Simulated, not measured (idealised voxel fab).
process module | voxel self aligned vias
cross-section cut | 145 nm wide | cells 5 nm
A cross-section is a grid of square cells, given in bands from the top down. A band is one or more rows of cells.
Each band's line starts with the height of the band's top and of its bottom, in nm. Then come its materials from left to right, each with its width in nm. One material with "throughout" fills the band from edge to edge. "air" is empty space.
Height 0 is the level under which the wafer as received is all one material. The lowest band goes on downwards, as in "0 down".
A width such as "30 to 40" changes by the same amount from each row of cells to the next, from the band's top row to its bottom row.
"no change" after a step means that no cell of the cross-section changed.
closed voids: empty space of 8 cells or more with no open way to the top, each as width x height at its distance from the left edge, in nm
after a step's settings: what the simulator itself notes on the step
overlay nm, on a step with a mask: how far to the right of its planned place the mask lay; to the left if negative
Each pair below shows a cross-section before one step and the cross-section after it, down to the lowest band that changed. The line under each pair gives the step between them, with its settings. The pairs can come from different runs of this module on the same starting wafer, so a pair continues from the pair above only where its "before" says so.
before
  0 down: Si throughout
  closed voids: none
after
  10 to 0: SiO2 throughout
  below 0: unchanged
  closed voids: none
the step between: op CONFORMAL_DEP | material SiO2 | thk nm 10
before: the cross-section after the pair above
after
  15 to 10: SiCN throughout
  below 10: unchanged
  closed voids: none
the step between: op CONFORMAL_DEP | material SiCN | thk nm 5
before: the cross-section after the pair above
after
  45 to 15: SiO2 throughout
  below 15: unchanged
  closed voids: none
the step between: op DIRECTIONAL_DEP | material SiO2 | thk nm 30
before: the cross-section after the pair above
after
  45 to 15: SiO2 30 | air 30 | SiO2 25 | air 30 | SiO2 30
  below 15: unchanged
  closed voids: none
the step between: op MASKED_ETCH | tone open | mask id LINES | width nm 30 | pitch nm 55 | etch materials SiO2 | depth nm 30 | overlay nm 0
before: the cross-section after the pair above
after
  50 to 45: TiN 35 | air 20 | TiN 35 | air 20 | TiN 35
  45 to 20: SiO2 30 | TiN 5 | air 20 | TiN 5 | SiO2 25 | TiN 5 | air 20 | TiN 5 | SiO2 30
  20 to 15: SiO2 30 | TiN 30 | SiO2 25 | TiN 30 | SiO2 30
  below 15: unchanged
  closed voids: none
the step between: op CONFORMAL_DEP | material TiN | thk nm 5
before: the cross-section after the pair above
after
  55 to 50: W throughout
  50 to 45: TiN 35 | W 20 | TiN 35 | W 20 | TiN 35
  45 to 20: SiO2 30 | TiN 5 | W 20 | TiN 5 | SiO2 25 | TiN 5 | W 20 | TiN 5 | SiO2 30
  below 20: unchanged
  closed voids: none
the step between: op FILL_DEP | material W | thk nm 5
before: the cross-section after the pair above
after
  45 to 20: SiO2 30 | TiN 5 | W 20 | TiN 5 | SiO2 25 | TiN 5 | W 20 | TiN 5 | SiO2 30
  below 20: unchanged
  closed voids: none
the step between: op CMP | height nm 45
before: the cross-section after the pair above
after
  45 to 40: SiO2 30 | air 30 | SiO2 25 | air 30 | SiO2 30
  below 40: unchanged
  closed voids: none
the step between: op SELECTIVE_ETCH | etch materials W Ru TiN | depth nm 5
before: the cross-section after the pair above
after
  50 to 45: SiN throughout
  45 to 40: SiO2 30 | SiN 30 | SiO2 25 | SiN 30 | SiO2 30
  below 40: unchanged
  closed voids: none
the step between: op FILL_DEP | material SiN | thk nm 5
before: the cross-section after the pair above
after
  45 to 40: SiO2 30 | SiN 30 | SiO2 25 | SiN 30 | SiO2 30
  below 40: unchanged
  closed voids: none
the step between: op CMP | height nm 45
before: the cross-section after the pair above
after
  60 to 45: SiO2 throughout
  below 45: unchanged
  closed voids: none
the step between: op DIRECTIONAL_DEP | material SiO2 | thk nm 15
before: the cross-section after the pair above
after
  60 to 45: SiO2 25 | air 40 | SiO2 80
  below 45: unchanged
  closed voids: none
the step between: op MASKED_ETCH | tone open | mask id VIAS | width nm 40 | etch materials SiO2 | depth nm 15 | overlay nm 0
before: the cross-section after the pair above
after
  60 to 45: SiO2 25 | air 40 | SiO2 80
  45 to 40: SiO2 30 | air 30 | SiO2 25 | SiN 30 | SiO2 30
  below 40: unchanged
  closed voids: none
the step between: op MASKED_ETCH | tone open | mask id VIAS | width nm 40 | etch materials SiN | depth nm 5 | overlay nm 0
before: the cross-section after the pair above
after
  65 to 60: TiN 30 | air 30 | TiN 85
  60 to 50: SiO2 25 | TiN 5 | air 30 | TiN 5 | SiO2 80
  50 to 45: SiO2 25 | TiN 10 | air 20 | TiN 10 | SiO2 80
  45 to 40: SiO2 30 | TiN 30 | SiO2 25 | SiN 30 | SiO2 30
  below 40: unchanged
  closed voids: none
the step between: op CONFORMAL_DEP | material TiN | thk nm 5
before: the cross-section after the pair above
after
  70 to 65: Ru throughout
  65 to 60: TiN 30 | Ru 30 | TiN 85
  60 to 50: SiO2 25 | TiN 5 | Ru 30 | TiN 5 | SiO2 80
  50 to 45: SiO2 25 | TiN 10 | Ru 20 | TiN 10 | SiO2 80
  below 45: unchanged
  closed voids: none
the step between: op FILL_DEP | material Ru | thk nm 5
before: the cross-section after the pair above
after
  60 to 50: SiO2 25 | TiN 5 | Ru 30 | TiN 5 | SiO2 80
  below 50: unchanged
  closed voids: none
the step between: op CMP | height nm 60
before: the cross-section after the pair above
after
  65 to 60: SiN throughout
  below 60: unchanged
  closed voids: none
the step between: op CONFORMAL_DEP | material SiN | thk nm 5
before
  10 to 0: SiO2 throughout
  0 down: Si throughout
  closed voids: none
after
  40 to 0: SiO2 throughout
  below 0: unchanged
  closed voids: none
the step between: op DIRECTIONAL_DEP | material SiO2 | thk nm 30
before: the cross-section after the pair above
after
  40 to 10: SiO2 30 | air 30 | SiO2 25 | air 30 | SiO2 30
  below 10: unchanged
  closed voids: none
the step between: op MASKED_ETCH | tone open | mask id LINES | width nm 30 | pitch nm 55 | etch materials SiO2 | depth nm 30 | overlay nm 0
before: the cross-section after the pair above
after
  45 to 40: TiN 35 | air 20 | TiN 35 | air 20 | TiN 35
  40 to 15: SiO2 30 | TiN 5 | air 20 | TiN 5 | SiO2 25 | TiN 5 | air 20 | TiN 5 | SiO2 30
  15 to 10: SiO2 30 | TiN 30 | SiO2 25 | TiN 30 | SiO2 30
  below 10: unchanged
  closed voids: none
the step between: op CONFORMAL_DEP | material TiN | thk nm 5
before: the cross-section after the pair above
after
  50 to 45: W throughout
  45 to 40: TiN 35 | W 20 | TiN 35 | W 20 | TiN 35
  40 to 15: SiO2 30 | TiN 5 | W 20 | TiN 5 | SiO2 25 | TiN 5 | W 20 | TiN 5 | SiO2 30
  below 15: unchanged
  closed voids: none
the step between: op FILL_DEP | material W | thk nm 5
before: the cross-section after the pair above
after
  45 to 40: TiN 35 | W 20 | TiN 35 | W 20 | TiN 35
  below 40: unchanged
  closed voids: none
the step between: op CMP | height nm 45
before: the cross-section after the pair above
after
  40 to 15: SiO2 30 | TiN 5 | W 20 | TiN 5 | SiO2 25 | TiN 5 | W 20 | TiN 5 | SiO2 30
  below 15: unchanged
  closed voids: none
the step between: op SELECTIVE_ETCH | etch materials W Ru TiN | depth nm 5
before: the cross-section after the pair above
after
  45 to 40: SiN throughout
  below 40: unchanged
  closed voids: none
the step between: op FILL_DEP | material SiN | thk nm 5
before: the cross-section after the pair above
after
  60 to 45: SiO2 throughout
  below 45: unchanged
  closed voids: none
the step between: op DIRECTIONAL_DEP | material SiO2 | thk nm 15
before: the cross-section after the pair above
after
  60 to 45: SiO2 25 | air 40 | SiO2 80
  below 45: unchanged
  closed voids: none
the step between: op MASKED_ETCH | tone open | mask id VIAS | width nm 40 | etch materials SiO2 | depth nm 15 | overlay nm 0
before: the cross-section after the pair above
after
  60 to 45: SiO2 25 | air 40 | SiO2 80
  45 to 40: SiN 25 | air 40 | SiN 80
  below 40: unchanged
  closed voids: none
the step between: op MASKED_ETCH | tone open | mask id VIAS | width nm 40 | etch materials SiN | depth nm 5 | overlay nm 0
before: the cross-section after the pair above
after
  65 to 60: TiN 30 | air 30 | TiN 85
  60 to 45: SiO2 25 | TiN 5 | air 30 | TiN 5 | SiO2 80
  45 to 40: SiN 25 | TiN 40 | SiN 80
  below 40: unchanged
  closed voids: none
the step between: op CONFORMAL_DEP | material TiN | thk nm 5
before: the cross-section after the pair above
after
  70 to 65: Ru throughout
  65 to 60: TiN 30 | Ru 30 | TiN 85
  60 to 45: SiO2 25 | TiN 5 | Ru 30 | TiN 5 | SiO2 80
  below 45: unchanged
  closed voids: none
the step between: op FILL_DEP | material Ru | thk nm 5
before: the cross-section after the pair above
after
  60 to 45: SiO2 25 | TiN 5 | Ru 30 | TiN 5 | SiO2 80
  below 45: unchanged
  closed voids: none
the step between: op CMP | height nm 60
before: the cross-section after the pair above
after
  65 to 60: SiN throughout
  below 60: unchanged
  closed voids: none
the step between: op CONFORMAL_DEP | material SiN | thk nm 5
before
  60 to 45: SiO2 25 | air 40 | SiO2 80
  45 to 40: SiO2 30 | SiN 30 | SiO2 25 | SiN 30 | SiO2 30
  40 to 20: SiO2 30 | TiN 5 | W 20 | TiN 5 | SiO2 25 | TiN 5 | W 20 | TiN 5 | SiO2 30
  20 to 15: SiO2 30 | TiN 30 | SiO2 25 | TiN 30 | SiO2 30
  15 to 10: SiCN throughout
  10 to 0: SiO2 throughout
  0 down: Si throughout
  closed voids: none
after
  60 to 45: SiO2 25 | air 40 | SiO2 80
  45 to 40: SiO2 25 | air 5 | SiN 30 | air 5 | SiO2 20 | SiN 30 | SiO2 30
  40 to 30: SiO2 25 | air 5 | TiN 5 | W 20 | TiN 5 | air 5 | SiO2 20 | TiN 5 | W 20 | TiN 5 | SiO2 30
  below 30: unchanged
  closed voids: none
the step between: op MASKED_ETCH | tone open | mask id VIAS | width nm 40 | etch materials SiO2 | depth nm 15 | overlay nm 0
before: the cross-section after the pair above
after
  60 to 45: SiO2 25 | air 40 | SiO2 80
  45 to 40: SiO2 25 | air 40 | SiO2 20 | SiN 30 | SiO2 30
  below 40: unchanged
  closed voids: none
the step between: op MASKED_ETCH | tone open | mask id VIAS | width nm 40 | etch materials SiN | depth nm 5 | overlay nm 0
before: the cross-section after the pair above
after
  65 to 60: TiN 30 | air 30 | TiN 85
  60 to 45: SiO2 25 | TiN 5 | air 30 | TiN 5 | SiO2 80
  45 to 40: SiO2 25 | TiN 40 | SiO2 20 | SiN 30 | SiO2 30
  40 to 30: SiO2 25 | TiN 10 | W 20 | TiN 10 | SiO2 20 | TiN 5 | W 20 | TiN 5 | SiO2 30
  below 30: unchanged
  closed voids: none
the step between: op CONFORMAL_DEP | material TiN | thk nm 5
before: the cross-section after the pair above
after
  70 to 65: Ru throughout
  65 to 60: TiN 30 | Ru 30 | TiN 85
  60 to 45: SiO2 25 | TiN 5 | Ru 30 | TiN 5 | SiO2 80
  below 45: unchanged
  closed voids: none
the step between: op FILL_DEP | material Ru | thk nm 5
before: the cross-section after the pair above
after
  60 to 45: SiO2 25 | TiN 5 | Ru 30 | TiN 5 | SiO2 80
  below 45: unchanged
  closed voids: none
the step between: op CMP | height nm 60
before: the cross-section after the pair above
after
  65 to 60: SiN throughout
  below 60: unchanged
  closed voids: none
the step between: op CONFORMAL_DEP | material SiN | thk nm 5
before
  40 to 0: SiO2 throughout
  0 down: Si throughout
  closed voids: none
after
  45 to 40: SiCN throughout
  below 40: unchanged
  closed voids: none
the step between: op CONFORMAL_DEP | material SiCN | thk nm 5
before: the cross-section after the pair above
after
  50 to 45: TiN throughout
  below 45: unchanged
  closed voids: none
the step between: op CONFORMAL_DEP | material TiN | thk nm 5
before: the cross-section after the pair above
after
  55 to 50: W throughout
  below 50: unchanged
  closed voids: none
the step between: op FILL_DEP | material W | thk nm 5
before: the cross-section after the pair above
after
  45 to 40: SiCN throughout
  below 40: unchanged
  closed voids: none
the step between: op CMP | height nm 45
before: the cross-section after the pair above
after
  50 to 45: SiN throughout
  below 45: unchanged
  closed voids: none
the step between: op FILL_DEP | material SiN | thk nm 5
before: the cross-section after the pair above
after
  45 to 40: SiCN throughout
  below 40: unchanged
  closed voids: none
the step between: op CMP | height nm 45
before: the cross-section after the pair above
after
  60 to 45: SiO2 throughout
  below 45: unchanged
  closed voids: none
the step between: op DIRECTIONAL_DEP | material SiO2 | thk nm 15
before: the cross-section after the pair above
after
  60 to 45: SiO2 25 | air 40 | SiO2 80
  below 45: unchanged
  closed voids: none
the step between: op MASKED_ETCH | tone open | mask id VIAS | width nm 40 | etch materials SiO2 | depth nm 15 | overlay nm 0
before: the cross-section after the pair above
after
  65 to 60: TiN 30 | air 30 | TiN 85
  60 to 50: SiO2 25 | TiN 5 | air 30 | TiN 5 | SiO2 80
  50 to 45: SiO2 25 | TiN 40 | SiO2 80
  below 45: unchanged
  closed voids: none
the step between: op CONFORMAL_DEP | material TiN | thk nm 5
before: the cross-section after the pair above
after
  70 to 65: Ru throughout
  65 to 60: TiN 30 | Ru 30 | TiN 85
  60 to 50: SiO2 25 | TiN 5 | Ru 30 | TiN 5 | SiO2 80
  below 50: unchanged
  closed voids: none
the step between: op FILL_DEP | material Ru | thk nm 5
before: the cross-section after the pair above
after
  60 to 50: SiO2 25 | TiN 5 | Ru 30 | TiN 5 | SiO2 80
  below 50: unchanged
  closed voids: none
the step between: op CMP | height nm 60
before: the cross-section after the pair above
after
  65 to 60: SiN throughout
  below 60: unchanged
  closed voids: none
the step between: op CONFORMAL_DEP | material SiN | thk nm 5
before
  60 to 50: SiO2 25 | TiN 5 | Ru 30 | TiN 5 | SiO2 80
  50 to 45: SiO2 25 | TiN 10 | Ru 20 | TiN 10 | SiO2 80
  45 to 40: SiO2 30 | TiN 30 | SiO2 25 | SiN 30 | SiO2 30
  40 to 20: SiO2 30 | TiN 5 | W 20 | TiN 5 | SiO2 25 | TiN 5 | W 20 | TiN 5 | SiO2 30
  20 to 15: SiO2 30 | TiN 30 | SiO2 25 | TiN 30 | SiO2 30
  15 to 10: SiCN throughout
  10 to 0: SiO2 throughout
  0 down: Si throughout
  closed voids: none
after
  75 to 60: SiN throughout
  below 60: unchanged
  closed voids: none
the step between: op CONFORMAL_DEP | material SiN | thk nm 15
before
  60 to 45: SiO2 throughout
  45 to 40: SiO2 30 | SiN 30 | SiO2 25 | SiN 30 | SiO2 30
  40 to 20: SiO2 30 | TiN 5 | W 20 | TiN 5 | SiO2 25 | TiN 5 | W 20 | TiN 5 | SiO2 30
  20 to 15: SiO2 30 | TiN 30 | SiO2 25 | TiN 30 | SiO2 30
  15 to 10: SiCN throughout
  10 to 0: SiO2 throughout
  0 down: Si throughout
  closed voids: none
after
  60 to 45: SiO2 20 | air 50 | SiO2 75
  below 45: unchanged
  closed voids: none
the step between: op MASKED_ETCH | tone open | mask id VIAS | width nm 50 | etch materials SiO2 | depth nm 15 | overlay nm 0
before: the cross-section after the pair above
after
  60 to 45: SiO2 20 | air 50 | SiO2 75
  45 to 40: SiO2 30 | air 30 | SiO2 25 | SiN 30 | SiO2 30
  below 40: unchanged
  closed voids: none
the step between: op MASKED_ETCH | tone open | mask id VIAS | width nm 40 | etch materials SiN | depth nm 5 | overlay nm 0
before: the cross-section after the pair above
after
  65 to 60: TiN 25 | air 40 | TiN 80
  60 to 50: SiO2 20 | TiN 5 | air 40 | TiN 5 | SiO2 75
  50 to 45: SiO2 20 | TiN 15 | air 20 | TiN 15 | SiO2 75
  45 to 40: SiO2 30 | TiN 30 | SiO2 25 | SiN 30 | SiO2 30
  below 40: unchanged
  closed voids: none
the step between: op CONFORMAL_DEP | material TiN | thk nm 5
before: the cross-section after the pair above
after
  70 to 65: Ru throughout
  65 to 60: TiN 25 | Ru 40 | TiN 80
  60 to 50: SiO2 20 | TiN 5 | Ru 40 | TiN 5 | SiO2 75
  50 to 45: SiO2 20 | TiN 15 | Ru 20 | TiN 15 | SiO2 75
  below 45: unchanged
  closed voids: none
the step between: op FILL_DEP | material Ru | thk nm 5
before: the cross-section after the pair above
after
  60 to 50: SiO2 20 | TiN 5 | Ru 40 | TiN 5 | SiO2 75
  below 50: unchanged
  closed voids: none
the step between: op CMP | height nm 60
before: the cross-section after the pair above
after
  65 to 60: SiN throughout
  below 60: unchanged
  closed voids: none
the step between: op CONFORMAL_DEP | material SiN | thk nm 5
before
  45 to 15: SiO2 throughout
  15 to 10: SiCN throughout
  10 to 0: SiO2 throughout
  0 down: Si throughout
  closed voids: none
after
  45 to 15: SiO2 25 | air 30 | SiO2 25 | air 30 | SiO2 35
  below 15: unchanged
  closed voids: none
the step between: op MASKED_ETCH | tone open | mask id LINES | width nm 30 | pitch nm 55 | etch materials SiO2 | depth nm 30 | overlay nm -5
before: the cross-section after the pair above
after
  50 to 45: TiN 30 | air 20 | TiN 35 | air 20 | TiN 40
  45 to 20: SiO2 25 | TiN 5 | air 20 | TiN 5 | SiO2 25 | TiN 5 | air 20 | TiN 5 | SiO2 35
  20 to 15: SiO2 25 | TiN 30 | SiO2 25 | TiN 30 | SiO2 35
  below 15: unchanged
  closed voids: none
the step between: op CONFORMAL_DEP | material TiN | thk nm 5
before: the cross-section after the pair above
after
  55 to 50: W throughout
  50 to 45: TiN 30 | W 20 | TiN 35 | W 20 | TiN 40
  45 to 20: SiO2 25 | TiN 5 | W 20 | TiN 5 | SiO2 25 | TiN 5 | W 20 | TiN 5 | SiO2 35
  below 20: unchanged
  closed voids: none
the step between: op FILL_DEP | material W | thk nm 5
before: the cross-section after the pair above
after
  45 to 20: SiO2 25 | TiN 5 | W 20 | TiN 5 | SiO2 25 | TiN 5 | W 20 | TiN 5 | SiO2 35
  below 20: unchanged
  closed voids: none
the step between: op CMP | height nm 45
before: the cross-section after the pair above
after
  45 to 40: SiO2 25 | air 30 | SiO2 25 | air 30 | SiO2 35
  below 40: unchanged
  closed voids: none
the step between: op SELECTIVE_ETCH | etch materials W Ru TiN | depth nm 5
before: the cross-section after the pair above
after
  50 to 45: SiN throughout
  45 to 40: SiO2 25 | SiN 30 | SiO2 25 | SiN 30 | SiO2 35
  below 40: unchanged
  closed voids: none
the step between: op FILL_DEP | material SiN | thk nm 5
before: the cross-section after the pair above
after
  45 to 40: SiO2 25 | SiN 30 | SiO2 25 | SiN 30 | SiO2 35
  below 40: unchanged
  closed voids: none
the step between: op CMP | height nm 45
before: the cross-section after the pair above
after
  60 to 45: SiO2 throughout
  below 45: unchanged
  closed voids: none
the step between: op DIRECTIONAL_DEP | material SiO2 | thk nm 15
before: the cross-section after the pair above
after
  60 to 45: SiO2 25 | air 40 | SiO2 80
  below 45: unchanged
  closed voids: none
the step between: op MASKED_ETCH | tone open | mask id VIAS | width nm 40 | etch materials SiO2 | depth nm 15 | overlay nm 0
before: the cross-section after the pair above
after
  60 to 45: SiO2 25 | air 40 | SiO2 80
  45 to 40: SiO2 25 | air 30 | SiO2 25 | SiN 30 | SiO2 35
  below 40: unchanged
  closed voids: none
the step between: op MASKED_ETCH | tone open | mask id VIAS | width nm 40 | etch materials SiN | depth nm 5 | overlay nm 0
before: the cross-section after the pair above
after
  65 to 60: TiN 30 | air 30 | TiN 85
  60 to 50: SiO2 25 | TiN 5 | air 30 | TiN 5 | SiO2 80
  50 to 45: SiO2 25 | TiN 5 | air 20 | TiN 15 | SiO2 80
  45 to 40: SiO2 25 | TiN 30 | SiO2 25 | SiN 30 | SiO2 35
  below 40: unchanged
  closed voids: none
the step between: op CONFORMAL_DEP | material TiN | thk nm 5
before: the cross-section after the pair above
after
  70 to 65: Ru throughout
  65 to 60: TiN 30 | Ru 30 | TiN 85
  60 to 50: SiO2 25 | TiN 5 | Ru 30 | TiN 5 | SiO2 80
  50 to 45: SiO2 25 | TiN 5 | Ru 20 | TiN 15 | SiO2 80
  below 45: unchanged
  closed voids: none
the step between: op FILL_DEP | material Ru | thk nm 5
before: the cross-section after the pair above
after
  60 to 50: SiO2 25 | TiN 5 | Ru 30 | TiN 5 | SiO2 80
  below 50: unchanged
  closed voids: none
the step between: op CMP | height nm 60
before: the cross-section after the pair above
after
  65 to 60: SiN throughout
  below 60: unchanged
  closed voids: none
the step between: op CONFORMAL_DEP | material SiN | thk nm 5
before
  60 to 50: SiO2 25 | TiN 5 | Ru 30 | TiN 5 | SiO2 80
  50 to 45: SiO2 25 | TiN 10 | Ru 20 | TiN 10 | SiO2 80
  45 to 40: SiO2 30 | TiN 30 | SiO2 25 | SiN 30 | SiO2 30
  40 to 20: SiO2 30 | TiN 5 | W 20 | TiN 5 | SiO2 25 | TiN 5 | W 20 | TiN 5 | SiO2 30
  20 to 15: SiO2 30 | TiN 30 | SiO2 25 | TiN 30 | SiO2 30
  15 to 10: SiCN throughout
  10 to 0: SiO2 throughout
  0 down: Si throughout
  closed voids: none
after
  65 to 60: SiCN throughout
  below 60: unchanged
  closed voids: none
the step between: op CONFORMAL_DEP | material SiCN | thk nm 5
before
  60 to 45: SiO2 throughout
  45 to 40: SiO2 30 | SiN 30 | SiO2 25 | SiN 30 | SiO2 30
  40 to 20: SiO2 30 | TiN 5 | W 20 | TiN 5 | SiO2 25 | TiN 5 | W 20 | TiN 5 | SiO2 30
  20 to 15: SiO2 30 | TiN 30 | SiO2 25 | TiN 30 | SiO2 30
  15 to 10: SiCN throughout
  10 to 0: SiO2 throughout
  0 down: Si throughout
  closed voids: none
after
  60 to 45: air 25 | SiO2 40 | air 80
  below 45: unchanged
  closed voids: none
the step between: op MASKED_ETCH | tone cover | mask id VIAS | width nm 40 | etch materials SiO2 | depth nm 15 | overlay nm 0
before: the cross-section after the pair above
after
  65 to 60: air 20 | TiN 50 | air 75
  60 to 50: air 20 | TiN 5 | SiO2 40 | TiN 5 | air 75
  50 to 45: TiN 25 | SiO2 40 | TiN 80
  below 45: unchanged
  closed voids: none
the step between: op CONFORMAL_DEP | material TiN | thk nm 5
before: the cross-section after the pair above
after
  70 to 65: Ru throughout
  65 to 60: Ru 20 | TiN 50 | Ru 75
  60 to 50: Ru 20 | TiN 5 | SiO2 40 | TiN 5 | Ru 75
  below 50: unchanged
  closed voids: none
the step between: op FILL_DEP | material Ru | thk nm 5
before: the cross-section after the pair above
after
  60 to 50: Ru 20 | TiN 5 | SiO2 40 | TiN 5 | Ru 75
  below 50: unchanged
  closed voids: none
the step between: op CMP | height nm 60
before: the cross-section after the pair above
after
  65 to 60: SiN throughout
  below 60: unchanged
  closed voids: none
the step between: op CONFORMAL_DEP | material SiN | thk nm 5
